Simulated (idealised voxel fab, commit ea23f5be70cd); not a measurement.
Title: Process Module voxel transistor to metal
Square cells of 5 nm make up the cross-section cut, whose width is 185 nm.
Heads up, the way a cross-section reads in here is a grid of square cells, handed over as bands from the top down, with every band being one or more rows of cells.
The entry gives the band's vertical extent as a top height and a bottom height in nm, then its horizontal make-up as materials from left to right, each with a width in nm. "empty" stands for empty space; a single material marked "full width" fills the band edge to edge.
Ref level 0: as-received wafer is one material below here. Bottom band extends down with no lower bound ("0..down").
So if you see something like "30 to 40" for the width, read it as the top row of the band sitting at the first number and the bottom row at the second, with every row in between moving by the same amount as the last.
"all unchanged", as given for a step, is the statement that not any cell of the cross-section underwent a change during that step.
The list in "Closed cavities" covers empty spaces of 8 cells or more that cannot reach the top through any open way, and it gives each as width x height at distance; the distance is from the left edge, and width, height and distance are in nm.
On each step's line, the part that comes after the settings is the simulator's own comment on the step.
For masked steps, "overlay nm" on the step line gives how far right of plan the mask actually lay; a minus sign means it lay to the left.

Steps planned for the process
| 1 | RECEIVE | material Si |
| 2 | OXIDIZE | depth nm 5 |
| 3 | CONFORMAL_DEP | material SiN | thk nm 10 |
| 4 | MASKED_ETCH | tone cover | mask id ACTIVE | width nm 115 | etch materials SiN | depth nm 10 | overlay nm 0 |
| 5 | MASKED_ETCH | tone cover | mask id ACTIVE | width nm 115 | etch materials SiO2 | depth nm 5 | overlay nm 0 |
| 6 | MASKED_ETCH | tone cover | mask id ACTIVE | width nm 115 | etch materials Si | depth nm 20 | overlay nm 0 |
| 7 | OXIDIZE | depth nm 5 |
| 8 | FILL_DEP | material SiO2 | thk nm 10 |
| 9 | CMP | height nm 10 |
| 10 | SELECTIVE_ETCH | etch materials SiO2 | depth nm 10 |
| 11 | STRIP | etch materials SiN |
| 12 | SELECTIVE_ETCH | etch materials SiO2 | depth nm 5 |
| 13 | OXIDIZE | depth nm 5 |
| 14 | DIRECTIONAL_DEP | material polySi | thk nm 25 |
| 15 | DIRECTIONAL_DEP | material SiCN | thk nm 15 |
| 16 | PATTERN | tone cover | mask id GATE | material resist | width nm 35 | thk nm 20 | overlay nm 0 |
| 17 | DIRECTIONAL_ETCH | etch materials SiCN | depth nm 25 |
| 18 | DIRECTIONAL_ETCH | etch materials polySi | depth nm 35 |
| 19 | STRIP | etch materials resist |
| 20 | CONFORMAL_DEP | material SiN | thk nm 10 |
| 21 | DIRECTIONAL_ETCH | etch materials SiN | depth nm 10 |
| 22 | DIRECTIONAL_ETCH | etch materials SiO2 | depth nm 5 |
| 23 | DIRECTIONAL_ETCH | etch materials Si | depth nm 15 |
| 24 | EPI | material SiGe | thk nm 20 |
| 25 | FILL_DEP | material SiO2 | thk nm 5 |
| 26 | CMP | height nm 20 |
| 27 | STRIP | etch materials polySi |
| 28 | SELECTIVE_ETCH | etch materials SiO2 | depth nm 5 |
| 29 | CONFORMAL_DEP | material HfO2 | thk nm 5 |
| 30 | CONFORMAL_DEP | material TiN | thk nm 5 |
| 31 | FILL_DEP | material W | thk nm 10 |
| 32 | CMP | height nm 15 |
| 33 | DIRECTIONAL_DEP | material SiO2 | thk nm 10 |
| 34 | PATTERN | tone open | mask id CONTACT | material resist | width nm 20 | pitch nm 85 | thk nm 20 | overlay nm 0 |
| 35 | DIRECTIONAL_ETCH | etch materials SiO2 | depth nm 30 |
| 36 | STRIP | etch materials resist |
| 37 | CONFORMAL_DEP | material TiN | thk nm 5 |
| 38 | FILL_DEP | material W | thk nm 10 |
| 39 | CMP | height nm 25 |
| 40 | DIRECTIONAL_DEP | material TiN | thk nm 5 |
| 41 | DIRECTIONAL_DEP | material Ru | thk nm 15 |
| 42 | PATTERN | tone cover | mask id METAL_1 | material resist | width nm 20 | pitch nm 85 | thk nm 15 | overlay nm 0 |
| 43 | DIRECTIONAL_ETCH | etch materials Ru | depth nm 15 |
| 44 | DIRECTIONAL_ETCH | etch materials TiN | depth nm 5 |
| 45 | STRIP | etch materials resist |
| 46 | CONFORMAL_DEP | material SiCN | thk nm 5 |
| 47 | FILL_DEP | material lowk | thk nm 5 |
| 48 | CMP | height nm 45 |
| 49 | CONFORMAL_DEP | material SiCN | thk nm 5 |
| 50 | DIRECTIONAL_DEP | material lowk | thk nm 35 |
| 51 | MASKED_ETCH | tone open | mask id METAL_2_HOLES | width nm 15 | pitch nm 85 | etch materials lowk | depth nm 35 | overlay nm 0 |
| 52 | PATTERN | tone open | mask id METAL_2 | material resist | width nm 20 | pitch nm 85 | thk nm 15 | overlay nm 0 |
| 53 | DIRECTIONAL_ETCH | etch materials lowk | depth nm 20 |
| 54 | DIRECTIONAL_ETCH | etch materials SiCN | depth nm 5 |
| 55 | STRIP | etch materials resist |
| 56 | CONFORMAL_DEP | material TiN | thk nm 5 |
| 57 | FILL_DEP | material Cu | thk nm 5 |
| 58 | CMP | height nm 85 |
| 59 | CONFORMAL_DEP | material SiCN | thk nm 5 |

First wafer out of two, processed as planned

Here's what the wafer looked like in cross-section when it arrived - that's after step 1
> 0..down  Si full width
> Closed cavities: none

So this is the wafer cross-section right after step 2
> 0..-5  SiO2 full width
> Rest of section, below -5: as before.

So this is the wafer cross-section right after step 3
> 10..0  SiN full width
> Rest of section, below 0: as before.

So this is the wafer cross-section right after step 4
> 10..0  35 of empty; 115 of SiN; 35 of empty
> Rest of section, below 0: as before.

So this is the wafer cross-section right after step 5
> 10..0  35 of empty; 115 of SiN; 35 of empty
> 0..-5  35 of empty; 115 of SiO2; 35 of empty
> Rest of section, below -5: as before.

So this is the wafer cross-section right after step 6
> 10..0  35 of empty; 115 of SiN; 35 of empty
> 0..-5  35 of empty; 115 of SiO2; 35 of empty
> -5..-25  35 of empty; 115 of Si; 35 of empty
> Rest of section, below -25: as before.

So this is the wafer cross-section right after step 7
> 10..0  35 of empty; 115 of SiN; 35 of empty
> 0..-5  35 of empty; 115 of SiO2; 35 of empty
> -5..-25  35 of empty; 5 of SiO2; 105 of Si; 5 of SiO2; 35 of empty
> -25..-30  40 of SiO2; 105 of Si; 40 of SiO2
> Rest of section, below -30: as before.

So this is the wafer cross-section right after step 8
> 20..10  SiO2 full width
> 10..0  35 of SiO2; 115 of SiN; 35 of SiO2
> 0..-5  SiO2 full width
> -5..-30  40 of SiO2; 105 of Si; 40 of SiO2
> Rest of section, below -30: as before.

So this is the wafer cross-section right after step 9
> 10..0  35 of SiO2; 115 of SiN; 35 of SiO2
> Rest of section, below 0: as before.

So this is the wafer cross-section right after step 10
> 10..0  35 of empty; 115 of SiN; 35 of empty
> Rest of section, below 0: as before.

So this is the wafer cross-section right after step 11
> 0..-5  SiO2 full width
> Rest of section, below -5: as before.

So this is the wafer cross-section right after step 12
> -5..-30  40 of SiO2; 105 of Si; 40 of SiO2
> Rest of section, below -30: as before.

So this is the wafer cross-section right after step 13
> -5..-10  SiO2 full width
> Rest of section, below -10: as before.

So this is the wafer cross-section right after step 14
> 20..-5  polySi full width
> Rest of section, below -5: as before.

So this is the wafer cross-section right after step 15
> 35..20  SiCN full width
> Rest of section, below 20: as before.

So this is the wafer cross-section right after step 16
> 55..35  75 of empty; 35 of resist; 75 of empty
> Rest of section, below 35: as before.

So this is the wafer cross-section right after step 17
> 55..35  75 of empty; 35 of resist; 75 of empty
> 35..20  75 of empty; 35 of SiCN; 75 of empty
> Rest of section, below 20: as before.

So this is the wafer cross-section right after step 18
> 55..35  75 of empty; 35 of resist; 75 of empty
> 35..20  75 of empty; 35 of SiCN; 75 of empty
> 20..-5  75 of empty; 35 of polySi; 75 of empty
> Rest of section, below -5: as before.

So this is the wafer cross-section right after step 19
> 35..20  75 of empty; 35 of SiCN; 75 of empty
> Rest of section, below 20: as before.

So this is the wafer cross-section right after step 20
> 45..35  65 of empty; 55 of SiN; 65 of empty
> 35..20  65 of empty; 10 of SiN; 35 of SiCN; 10 of SiN; 65 of empty
> 20..5  65 of empty; 10 of SiN; 35 of polySi; 10 of SiN; 65 of empty
> 5..-5  75 of SiN; 35 of polySi; 75 of SiN
> Rest of section, below -5: as before.

So this is the wafer cross-section right after step 21
> 35..20  65 of empty; 10 of SiN; 35 of SiCN; 10 of SiN; 65 of empty
> 20..-5  65 of empty; 10 of SiN; 35 of polySi; 10 of SiN; 65 of empty
> Rest of section, below -5: as before.

So this is the wafer cross-section right after step 22
> 35..20  65 of empty; 10 of SiN; 35 of SiCN; 10 of SiN; 65 of empty
> 20..-5  65 of empty; 10 of SiN; 35 of polySi; 10 of SiN; 65 of empty
> -5..-10  65 of empty; 55 of SiO2; 65 of empty
> Rest of section, below -10: as before.

So this is the wafer cross-section right after step 23
> 35..20  65 of empty; 10 of SiN; 35 of SiCN; 10 of SiN; 65 of empty
> 20..-5  65 of empty; 10 of SiN; 35 of polySi; 10 of SiN; 65 of empty
> -5..-10  65 of empty; 55 of SiO2; 65 of empty
> -10..-25  40 of SiO2; 25 of empty; 55 of Si; 25 of empty; 40 of SiO2
> Rest of section, below -25: as before.

So this is the wafer cross-section right after step 24
> 35..20  65 of empty; 10 of SiN; 35 of SiCN; 10 of SiN; 65 of empty
> 20..10  65 of empty; 10 of SiN; 35 of polySi; 10 of SiN; 65 of empty
> 10..-5  45 of empty; 20 of SiGe; 10 of SiN; 35 of polySi; 10 of SiN; 20 of SiGe; 45 of empty
> -5..-10  35 of empty; 30 of SiGe; 55 of SiO2; 30 of SiGe; 35 of empty
> -10..-25  40 of SiO2; 25 of SiGe; 55 of Si; 25 of SiGe; 40 of SiO2
> Rest of section, below -25: as before.

So this is the wafer cross-section right after step 25
> 40..35  SiO2 full width
> 35..20  65 of SiO2; 10 of SiN; 35 of SiCN; 10 of SiN; 65 of SiO2
> 20..10  65 of SiO2; 10 of SiN; 35 of polySi; 10 of SiN; 65 of SiO2
> 10..-5  45 of SiO2; 20 of SiGe; 10 of SiN; 35 of polySi; 10 of SiN; 20 of SiGe; 45 of SiO2
> -5..-10  35 of SiO2; 30 of SiGe; 55 of SiO2; 30 of SiGe; 35 of SiO2
> Rest of section, below -10: as before.

So this is the wafer cross-section right after step 26
> 20..10  65 of SiO2; 10 of SiN; 35 of polySi; 10 of SiN; 65 of SiO2
> Rest of section, below 10: as before.

So this is the wafer cross-section right after step 27
> 20..10  65 of SiO2; 10 of SiN; 35 of empty; 10 of SiN; 65 of SiO2
> 10..-5  45 of SiO2; 20 of SiGe; 10 of SiN; 35 of empty; 10 of SiN; 20 of SiGe; 45 of SiO2
> Rest of section, below -5: as before.

So this is the wafer cross-section right after step 28
> 20..15  65 of empty; 10 of SiN; 35 of empty; 10 of SiN; 65 of empty
> 15..10  65 of SiO2; 10 of SiN; 35 of empty; 10 of SiN; 65 of SiO2
> 10..-5  45 of SiO2; 20 of SiGe; 10 of SiN; 35 of empty; 10 of SiN; 20 of SiGe; 45 of SiO2
> -5..-10  35 of SiO2; 30 of SiGe; 5 of SiO2; 45 of empty; 5 of SiO2; 30 of SiGe; 35 of SiO2
> Rest of section, below -10: as before.

So this is the wafer cross-section right after step 29
> 25..20  60 of empty; 20 of HfO2; 25 of empty; 20 of HfO2; 60 of empty
> 20..15  65 of HfO2; 10 of SiN; 5 of HfO2; 25 of empty; 5 of HfO2; 10 of SiN; 65 of HfO2
> 15..10  65 of SiO2; 10 of SiN; 5 of HfO2; 25 of empty; 5 of HfO2; 10 of SiN; 65 of SiO2
> 10..-5  45 of SiO2; 20 of SiGe; 10 of SiN; 5 of HfO2; 25 of empty; 5 of HfO2; 10 of SiN; 20 of SiGe; 45 of SiO2
> -5..-10  35 of SiO2; 30 of SiGe; 5 of SiO2; 45 of HfO2; 5 of SiO2; 30 of SiGe; 35 of SiO2
> Rest of section, below -10: as before.

So this is the wafer cross-section right after step 30
> 30..25  55 of empty; 30 of TiN; 15 of empty; 30 of TiN; 55 of empty
> 25..20  60 of TiN; 20 of HfO2; 5 of TiN; 15 of empty; 5 of TiN; 20 of HfO2; 60 of TiN
> 20..15  65 of HfO2; 10 of SiN; 5 of HfO2; 5 of TiN; 15 of empty; 5 of TiN; 5 of HfO2; 10 of SiN; 65 of HfO2
> 15..10  65 of SiO2; 10 of SiN; 5 of HfO2; 5 of TiN; 15 of empty; 5 of TiN; 5 of HfO2; 10 of SiN; 65 of SiO2
> 10..0  45 of SiO2; 20 of SiGe; 10 of SiN; 5 of HfO2; 5 of TiN; 15 of empty; 5 of TiN; 5 of HfO2; 10 of SiN; 20 of SiGe; 45 of SiO2
> 0..-5  45 of SiO2; 20 of SiGe; 10 of SiN; 5 of HfO2; 25 of TiN; 5 of HfO2; 10 of SiN; 20 of SiGe; 45 of SiO2
> Rest of section, below -5: as before.

So this is the wafer cross-section right after step 31
> 40..30  W full width
> 30..25  55 of W; 30 of TiN; 15 of W; 30 of TiN; 55 of W
> 25..20  60 of TiN; 20 of HfO2; 5 of TiN; 15 of W; 5 of TiN; 20 of HfO2; 60 of TiN
> 20..15  65 of HfO2; 10 of SiN; 5 of HfO2; 5 of TiN; 15 of W; 5 of TiN; 5 of HfO2; 10 of SiN; 65 of HfO2
> 15..10  65 of SiO2; 10 of SiN; 5 of HfO2; 5 of TiN; 15 of W; 5 of TiN; 5 of HfO2; 10 of SiN; 65 of SiO2
> 10..0  45 of SiO2; 20 of SiGe; 10 of SiN; 5 of HfO2; 5 of TiN; 15 of W; 5 of TiN; 5 of HfO2; 10 of SiN; 20 of SiGe; 45 of SiO2
> Rest of section, below 0: as before.

So this is the wafer cross-section right after step 32
> 15..10  65 of SiO2; 10 of SiN; 5 of HfO2; 5 of TiN; 15 of W; 5 of TiN; 5 of HfO2; 10 of SiN; 65 of SiO2
> Rest of section, below 10: as before.

So this is the wafer cross-section right after step 33
> 25..15  SiO2 full width
> Rest of section, below 15: as before.

So this is the wafer cross-section right after step 34
> 45..25  40 of resist; 20 of empty; 65 of resist; 20 of empty; 40 of resist
> Rest of section, below 25: as before.

So this is the wafer cross-section right after step 35
> 45..25  40 of resist; 20 of empty; 65 of resist; 20 of empty; 40 of resist
> 25..15  40 of SiO2; 20 of empty; 65 of SiO2; 20 of empty; 40 of SiO2
> 15..10  40 of SiO2; 20 of empty; 5 of SiO2; 10 of SiN; 5 of HfO2; 5 of TiN; 15 of W; 5 of TiN; 5 of HfO2; 10 of SiN; 5 of SiO2; 20 of empty; 40 of SiO2
> 10..0  40 of SiO2; 5 of empty; 20 of SiGe; 10 of SiN; 5 of HfO2; 5 of TiN; 15 of W; 5 of TiN; 5 of HfO2; 10 of SiN; 20 of SiGe; 5 of empty; 40 of SiO2
> 0..-5  40 of SiO2; 5 of empty; 20 of SiGe; 10 of SiN; 5 of HfO2; 25 of TiN; 5 of HfO2; 10 of SiN; 20 of SiGe; 5 of empty; 40 of SiO2
> Rest of section, below -5: as before.

So this is the wafer cross-section right after step 36
> 25..15  40 of SiO2; 20 of empty; 65 of SiO2; 20 of empty; 40 of SiO2
> Rest of section, below 15: as before.

So this is the wafer cross-section right after step 37
> 30..25  45 of TiN; 10 of empty; 75 of TiN; 10 of empty; 45 of TiN
> 25..15  40 of SiO2; 5 of TiN; 10 of empty; 5 of TiN; 65 of SiO2; 5 of TiN; 10 of empty; 5 of TiN; 40 of SiO2
> 15..10  40 of SiO2; 20 of TiN; 5 of SiO2; 10 of SiN; 5 of HfO2; 5 of TiN; 15 of W; 5 of TiN; 5 of HfO2; 10 of SiN; 5 of SiO2; 20 of TiN; 40 of SiO2
> 10..0  40 of SiO2; 5 of TiN; 20 of SiGe; 10 of SiN; 5 of HfO2; 5 of TiN; 15 of W; 5 of TiN; 5 of HfO2; 10 of SiN; 20 of SiGe; 5 of TiN; 40 of SiO2
> 0..-5  40 of SiO2; 5 of TiN; 20 of SiGe; 10 of SiN; 5 of HfO2; 25 of TiN; 5 of HfO2; 10 of SiN; 20 of SiGe; 5 of TiN; 40 of SiO2
> Rest of section, below -5: as before.

So this is the wafer cross-section right after step 38
> 40..30  W full width
> 30..25  45 of TiN; 10 of W; 75 of TiN; 10 of W; 45 of TiN
> 25..15  40 of SiO2; 5 of TiN; 10 of W; 5 of TiN; 65 of SiO2; 5 of TiN; 10 of W; 5 of TiN; 40 of SiO2
> Rest of section, below 15: as before.

So this is the wafer cross-section right after step 39
> 25..15  40 of SiO2; 5 of TiN; 10 of W; 5 of TiN; 65 of SiO2; 5 of TiN; 10 of W; 5 of TiN; 40 of SiO2
> Rest of section, below 15: as before.

So this is the wafer cross-section right after step 40
> 30..25  TiN full width
> Rest of section, below 25: as before.

So this is the wafer cross-section right after step 41
> 45..30  Ru full width
> Rest of section, below 30: as before.

So this is the wafer cross-section right after step 42
> 60..45  40 of empty; 20 of resist; 65 of empty; 20 of resist; 40 of empty
> Rest of section, below 45: as before.

So this is the wafer cross-section right after step 43
> 60..45  40 of empty; 20 of resist; 65 of empty; 20 of resist; 40 of empty
> 45..30  40 of empty; 20 of Ru; 65 of empty; 20 of Ru; 40 of empty
> Rest of section, below 30: as before.

So this is the wafer cross-section right after step 44
> 60..45  40 of empty; 20 of resist; 65 of empty; 20 of resist; 40 of empty
> 45..30  40 of empty; 20 of Ru; 65 of empty; 20 of Ru; 40 of empty
> 30..25  40 of empty; 20 of TiN; 65 of empty; 20 of TiN; 40 of empty
> Rest of section, below 25: as before.

So this is the wafer cross-section right after step 45
> 45..30  40 of empty; 20 of Ru; 65 of empty; 20 of Ru; 40 of empty
> Rest of section, below 30: as before.

So this is the wafer cross-section right after step 46
> 50..45  35 of empty; 30 of SiCN; 55 of empty; 30 of SiCN; 35 of empty
> 45..30  35 of empty; 5 of SiCN; 20 of Ru; 5 of SiCN; 55 of empty; 5 of SiCN; 20 of Ru; 5 of SiCN; 35 of empty
> 30..25  40 of SiCN; 20 of TiN; 65 of SiCN; 20 of TiN; 40 of SiCN
> Rest of section, below 25: as before.

So this is the wafer cross-section right after step 47
> 55..50  lowk full width
> 50..45  35 of lowk; 30 of SiCN; 55 of lowk; 30 of SiCN; 35 of lowk
> 45..30  35 of lowk; 5 of SiCN; 20 of Ru; 5 of SiCN; 55 of lowk; 5 of SiCN; 20 of Ru; 5 of SiCN; 35 of lowk
> Rest of section, below 30: as before.

So this is the wafer cross-section right after step 48
> 45..30  35 of lowk; 5 of SiCN; 20 of Ru; 5 of SiCN; 55 of lowk; 5 of SiCN; 20 of Ru; 5 of SiCN; 35 of lowk
> Rest of section, below 30: as before.

So this is the wafer cross-section right after step 49
> 50..45  SiCN full width
> Rest of section, below 45: as before.

So this is the wafer cross-section right after step 50
> 85..50  lowk full width
> Rest of section, below 50: as before.

So this is the wafer cross-section right after step 51
> 85..50  40 of lowk; 15 of empty; 70 of lowk; 15 of empty; 45 of lowk
> Rest of section, below 50: as before.

So this is the wafer cross-section right after step 52
> 100..85  40 of resist; 20 of empty; 65 of resist; 20 of empty; 40 of resist
> Rest of section, below 85: as before.

So this is the wafer cross-section right after step 53
> 100..85  40 of resist; 20 of empty; 65 of resist; 20 of empty; 40 of resist
> 85..65  40 of lowk; 20 of empty; 65 of lowk; 20 of empty; 40 of lowk
> Rest of section, below 65: as before.

So this is the wafer cross-section right after step 54
> 100..85  40 of resist; 20 of empty; 65 of resist; 20 of empty; 40 of resist
> 85..65  40 of lowk; 20 of empty; 65 of lowk; 20 of empty; 40 of lowk
> 65..50  40 of lowk; 15 of empty; 70 of lowk; 15 of empty; 45 of lowk
> 50..45  40 of SiCN; 15 of empty; 70 of SiCN; 15 of empty; 45 of SiCN
> Rest of section, below 45: as before.

So this is the wafer cross-section right after step 55
> 85..65  40 of lowk; 20 of empty; 65 of lowk; 20 of empty; 40 of lowk
> Rest of section, below 65: as before.

So this is the wafer cross-section right after step 56
> 90..85  45 of TiN; 10 of empty; 75 of TiN; 10 of empty; 45 of TiN
> 85..70  40 of lowk; 5 of TiN; 10 of empty; 5 of TiN; 65 of lowk; 5 of TiN; 10 of empty; 5 of TiN; 40 of lowk
> 70..65  40 of lowk; 5 of TiN; 5 of empty; 10 of TiN; 65 of lowk; 5 of TiN; 5 of empty; 10 of TiN; 40 of lowk
> 65..50  40 of lowk; 5 of TiN; 5 of empty; 5 of TiN; 70 of lowk; 5 of TiN; 5 of empty; 5 of TiN; 45 of lowk
> 50..45  40 of SiCN; 15 of TiN; 70 of SiCN; 15 of TiN; 45 of SiCN
> Rest of section, below 45: as before.

So this is the wafer cross-section right after step 57
> 95..90  Cu full width
> 90..85  45 of TiN; 10 of Cu; 75 of TiN; 10 of Cu; 45 of TiN
> 85..70  40 of lowk; 5 of TiN; 10 of Cu; 5 of TiN; 65 of lowk; 5 of TiN; 10 of Cu; 5 of TiN; 40 of lowk
> 70..65  40 of lowk; 5 of TiN; 5 of Cu; 10 of TiN; 65 of lowk; 5 of TiN; 5 of Cu; 10 of TiN; 40 of lowk
> 65..50  40 of lowk; 5 of TiN; 5 of Cu; 5 of TiN; 70 of lowk; 5 of TiN; 5 of Cu; 5 of TiN; 45 of lowk
> Rest of section, below 50: as before.

So this is the wafer cross-section right after step 58
> 85..70  40 of lowk; 5 of TiN; 10 of Cu; 5 of TiN; 65 of lowk; 5 of TiN; 10 of Cu; 5 of TiN; 40 of lowk
> Rest of section, below 70: as before.

So this is the wafer cross-section right after step 59
> 90..85  SiCN full width
> Rest of section, below 85: as before.

Here the second wafer is described. Its start and its plan were those of the first wafer. Its run contained one mistake. Up to and including step 32, it did exactly what the first wafer did

Cross-section of the second wafer at the time by which step 33 should have been completed according to the plan
> 20..15  SiO2 full width
> Rest of section, below 15: as before.

Cross-section of the second wafer at the time by which step 34 should have been completed according to the plan
> 40..20  40 of resist; 20 of empty; 65 of resist; 20 of empty; 40 of resist
> Rest of section, below 20: as before.

Cross-section of the second wafer at the time by which step 35 should have been completed according to the plan
> 40..20  40 of resist; 20 of empty; 65 of resist; 20 of empty; 40 of resist
> 20..15  40 of SiO2; 20 of empty; 65 of SiO2; 20 of empty; 40 of SiO2
> 15..10  40 of SiO2; 20 of empty; 5 of SiO2; 10 of SiN; 5 of HfO2; 5 of TiN; 15 of W; 5 of TiN; 5 of HfO2; 10 of SiN; 5 of SiO2; 20 of empty; 40 of SiO2
> 10..0  40 of SiO2; 5 of empty; 20 of SiGe; 10 of SiN; 5 of HfO2; 5 of TiN; 15 of W; 5 of TiN; 5 of HfO2; 10 of SiN; 20 of SiGe; 5 of empty; 40 of SiO2
> 0..-5  40 of SiO2; 5 of empty; 20 of SiGe; 10 of SiN; 5 of HfO2; 25 of TiN; 5 of HfO2; 10 of SiN; 20 of SiGe; 5 of empty; 40 of SiO2
> Rest of section, below -5: as before.

Cross-section of the second wafer at the time by which step 36 should have been completed according to the plan
> 20..15  40 of SiO2; 20 of empty; 65 of SiO2; 20 of empty; 40 of SiO2
> Rest of section, below 15: as before.

Cross-section of the second wafer at the time by which step 37 should have been completed according to the plan
> 25..20  45 of TiN; 10 of empty; 75 of TiN; 10 of empty; 45 of TiN
> 20..15  40 of SiO2; 5 of TiN; 10 of empty; 5 of TiN; 65 of SiO2; 5 of TiN; 10 of empty; 5 of TiN; 40 of SiO2
> 15..10  40 of SiO2; 20 of TiN; 5 of SiO2; 10 of SiN; 5 of HfO2; 5 of TiN; 15 of W; 5 of TiN; 5 of HfO2; 10 of SiN; 5 of SiO2; 20 of TiN; 40 of SiO2
> 10..0  40 of SiO2; 5 of TiN; 20 of SiGe; 10 of SiN; 5 of HfO2; 5 of TiN; 15 of W; 5 of TiN; 5 of HfO2; 10 of SiN; 20 of SiGe; 5 of TiN; 40 of SiO2
> 0..-5  40 of SiO2; 5 of TiN; 20 of SiGe; 10 of SiN; 5 of HfO2; 25 of TiN; 5 of HfO2; 10 of SiN; 20 of SiGe; 5 of TiN; 40 of SiO2
> Rest of section, below -5: as before.

Cross-section of the second wafer at the time by which step 38 should have been completed according to the plan
> 35..25  W full width
> 25..20  45 of TiN; 10 of W; 75 of TiN; 10 of W; 45 of TiN
> 20..15  40 of SiO2; 5 of TiN; 10 of W; 5 of TiN; 65 of SiO2; 5 of TiN; 10 of W; 5 of TiN; 40 of SiO2
> Rest of section, below 15: as before.

Cross-section of the second wafer at the time by which step 39 should have been completed according to the plan
> 25..20  45 of TiN; 10 of W; 75 of TiN; 10 of W; 45 of TiN
> Rest of section, below 20: as before.

Cross-section of the second wafer at the time by which step 40 should have been completed according to the plan
> 30..25  TiN full width
> Rest of section, below 25: as before.

Cross-section of the second wafer at the time by which step 41 should have been completed according to the plan
> 45..30  Ru full width
> Rest of section, below 30: as before.

Cross-section of the second wafer at the time by which step 42 should have been completed according to the plan
> 60..45  40 of empty; 20 of resist; 65 of empty; 20 of resist; 40 of empty
> Rest of section, below 45: as before.

Cross-section of the second wafer at the time by which step 43 should have been completed according to the plan
> 60..45  40 of empty; 20 of resist; 65 of empty; 20 of resist; 40 of empty
> 45..30  40 of empty; 20 of Ru; 65 of empty; 20 of Ru; 40 of empty
> Rest of section, below 30: as before.

Cross-section of the second wafer at the time by which step 44 should have been completed according to the plan
> 60..45  40 of empty; 20 of resist; 65 of empty; 20 of resist; 40 of empty
> 45..30  40 of empty; 20 of Ru; 65 of empty; 20 of Ru; 40 of empty
> 30..25  40 of empty; 20 of TiN; 65 of empty; 20 of TiN; 40 of empty
> Rest of section, below 25: as before.

Cross-section of the second wafer at the time by which step 45 should have been completed according to the plan
> 45..30  40 of empty; 20 of Ru; 65 of empty; 20 of Ru; 40 of empty
> Rest of section, below 30: as before.

Cross-section of the second wafer at the time by which step 46 should have been completed according to the plan
> 50..45  35 of empty; 30 of SiCN; 55 of empty; 30 of SiCN; 35 of empty
> 45..30  35 of empty; 5 of SiCN; 20 of Ru; 5 of SiCN; 55 of empty; 5 of SiCN; 20 of Ru; 5 of SiCN; 35 of empty
> 30..25  40 of SiCN; 20 of TiN; 65 of SiCN; 20 of TiN; 40 of SiCN
> Rest of section, below 25: as before.

Cross-section of the second wafer at the time by which step 47 should have been completed according to the plan
> 55..50  lowk full width
> 50..45  35 of lowk; 30 of SiCN; 55 of lowk; 30 of SiCN; 35 of lowk
> 45..30  35 of lowk; 5 of SiCN; 20 of Ru; 5 of SiCN; 55 of lowk; 5 of SiCN; 20 of Ru; 5 of SiCN; 35 of lowk
> Rest of section, below 30: as before.

Cross-section of the second wafer at the time by which step 48 should have been completed according to the plan
> 45..30  35 of lowk; 5 of SiCN; 20 of Ru; 5 of SiCN; 55 of lowk; 5 of SiCN; 20 of Ru; 5 of SiCN; 35 of lowk
> Rest of section, below 30: as before.

Cross-section of the second wafer at the time by which step 49 should have been completed according to the plan
> 50..45  SiCN full width
> Rest of section, below 45: as before.

Cross-section of the second wafer at the time by which step 50 should have been completed according to the plan
> 85..50  lowk full width
> Rest of section, below 50: as before.

Cross-section of the second wafer at the time by which step 51 should have been completed according to the plan
> 85..50  40 of lowk; 15 of empty; 70 of lowk; 15 of empty; 45 of lowk
> Rest of section, below 50: as before.

Cross-section of the second wafer at the time by which step 52 should have been completed according to the plan
> 100..85  40 of resist; 20 of empty; 65 of resist; 20 of empty; 40 of resist
> Rest of section, below 85: as before.

Cross-section of the second wafer at the time by which step 53 should have been completed according to the plan
> 100..85  40 of resist; 20 of empty; 65 of resist; 20 of empty; 40 of resist
> 85..65  40 of lowk; 20 of empty; 65 of lowk; 20 of empty; 40 of lowk
> Rest of section, below 65: as before.

Cross-section of the second wafer at the time by which step 54 should have been completed according to the plan
> 100..85  40 of resist; 20 of empty; 65 of resist; 20 of empty; 40 of resist
> 85..65  40 of lowk; 20 of empty; 65 of lowk; 20 of empty; 40 of lowk
> 65..50  40 of lowk; 15 of empty; 70 of lowk; 15 of empty; 45 of lowk
> 50..45  40 of SiCN; 15 of empty; 70 of SiCN; 15 of empty; 45 of SiCN
> Rest of section, below 45: as before.

Cross-section of the second wafer at the time by which step 55 should have been completed according to the plan
> 85..65  40 of lowk; 20 of empty; 65 of lowk; 20 of empty; 40 of lowk
> Rest of section, below 65: as before.

Cross-section of the second wafer at the time by which step 56 should have been completed according to the plan
> 90..85  45 of TiN; 10 of empty; 75 of TiN; 10 of empty; 45 of TiN
> 85..70  40 of lowk; 5 of TiN; 10 of empty; 5 of TiN; 65 of lowk; 5 of TiN; 10 of empty; 5 of TiN; 40 of lowk
> 70..65  40 of lowk; 5 of TiN; 5 of empty; 10 of TiN; 65 of lowk; 5 of TiN; 5 of empty; 10 of TiN; 40 of lowk
> 65..50  40 of lowk; 5 of TiN; 5 of empty; 5 of TiN; 70 of lowk; 5 of TiN; 5 of empty; 5 of TiN; 45 of lowk
> 50..45  40 of SiCN; 15 of TiN; 70 of SiCN; 15 of TiN; 45 of SiCN
> Rest of section, below 45: as before.

Cross-section of the second wafer at the time by which step 57 should have been completed according to the plan
> 95..90  Cu full width
> 90..85  45 of TiN; 10 of Cu; 75 of TiN; 10 of Cu; 45 of TiN
> 85..70  40 of lowk; 5 of TiN; 10 of Cu; 5 of TiN; 65 of lowk; 5 of TiN; 10 of Cu; 5 of TiN; 40 of lowk
> 70..65  40 of lowk; 5 of TiN; 5 of Cu; 10 of TiN; 65 of lowk; 5 of TiN; 5 of Cu; 10 of TiN; 40 of lowk
> 65..50  40 of lowk; 5 of TiN; 5 of Cu; 5 of TiN; 70 of lowk; 5 of TiN; 5 of Cu; 5 of TiN; 45 of lowk
> Rest of section, below 50: as before.

Cross-section of the second wafer at the time by which step 58 should have been completed according to the plan
> 85..70  40 of lowk; 5 of TiN; 10 of Cu; 5 of TiN; 65 of lowk; 5 of TiN; 10 of Cu; 5 of TiN; 40 of lowk
> Rest of section, below 70: as before.

Cross-section of the second wafer at the time by which step 59 should have been completed according to the plan
> 90..85  SiCN full width
> Rest of section, below 85: as before.
Want to know what went wrong? note that step 33 departed from the planned setting and was carried out as DIRECTIONAL_DEP | material SiO2 | thk nm 5
Once processing is complete, comparing cell counts shows that the second wafer has more or fewer of certain materials than the first: SiO2: 29 fewer, TiN: 29 more
